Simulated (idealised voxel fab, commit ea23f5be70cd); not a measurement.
process module | voxel trench capacitor
cross-section cut | 275 nm wide | cells 5 nm
A cross-section is a grid of square cells, given in bands from the top down. A band is one or more rows of cells.
Each band's line starts with the height of the band's top and of its bottom, in nm. Then come its materials from left to right, each with its width in nm. One material with "throughout" fills the band from edge to edge. "air" is empty space.
Height 0 is the level under which the wafer as received is all one material. The lowest band goes on downwards, as in "0 down".
A width such as "30 to 40" changes by the same amount from each row of cells to the next, from the band's top row to its bottom row.
"no change" after a step means that no cell of the cross-section changed.
closed voids: empty space of 8 cells or more with no open way to the top, each as width x height at its distance from the left edge, in nm
after a step's settings: what the simulator itself notes on the step
overlay nm, on a step with a mask: how far to the right of its planned place the mask lay; to the left if negative
plan
1 op RECEIVE | material Si
2 op CONFORMAL_DEP | material SiN | thk nm 10
3 op PATTERN | tone open | mask id TRENCH | material resist | width nm 25 | pitch nm 40 | thk nm 15 | overlay nm 0
4 op DIRECTIONAL_ETCH | etch materials SiN | depth nm 10
5 op DIRECTIONAL_ETCH | etch materials Si | depth nm 40
6 op STRIP | etch materials resist
7 op CONFORMAL_DEP | material Al2O3 | thk nm 5
8 op CONFORMAL_DEP | material TiN | thk nm 5
9 op FILL_DEP | material W | thk nm 10
10 op CMP | height nm 10
as received, after step 1
  0 down: Si throughout
  closed voids: none
a wafer at the end: this start, this plan, one mistake
  10 to 0: W 75 | TiN 5 | Al2O3 5 | SiN 25 | Al2O3 5 | TiN 5 | Al2O3 5 | SiN 25 | Al2O3 5 | TiN 5 | Al2O3 5 | SiN 25 | Al2O3 5 | TiN 5 | W 75
  0 to -30: W 75 | TiN 5 | Al2O3 5 | Si 25 | Al2O3 5 | TiN 5 | Al2O3 5 | Si 25 | Al2O3 5 | TiN 5 | Al2O3 5 | Si 25 | Al2O3 5 | TiN 5 | W 75
  -30 to -35: TiN 80 | Al2O3 5 | Si 25 | Al2O3 5 | TiN 5 | Al2O3 5 | Si 25 | Al2O3 5 | TiN 5 | Al2O3 5 | Si 25 | Al2O3 5 | TiN 80
  -35 to -40: Al2O3 85 | Si 25 | Al2O3 15 | Si 25 | Al2O3 15 | Si 25 | Al2O3 85
  -40 down: Si throughout
  closed voids: none
what went wrong: step 3 ran as: op PATTERN | tone cover | mask id TRENCH | material resist | width nm 25 | pitch nm 40 | thk nm 15 | overlay nm 0
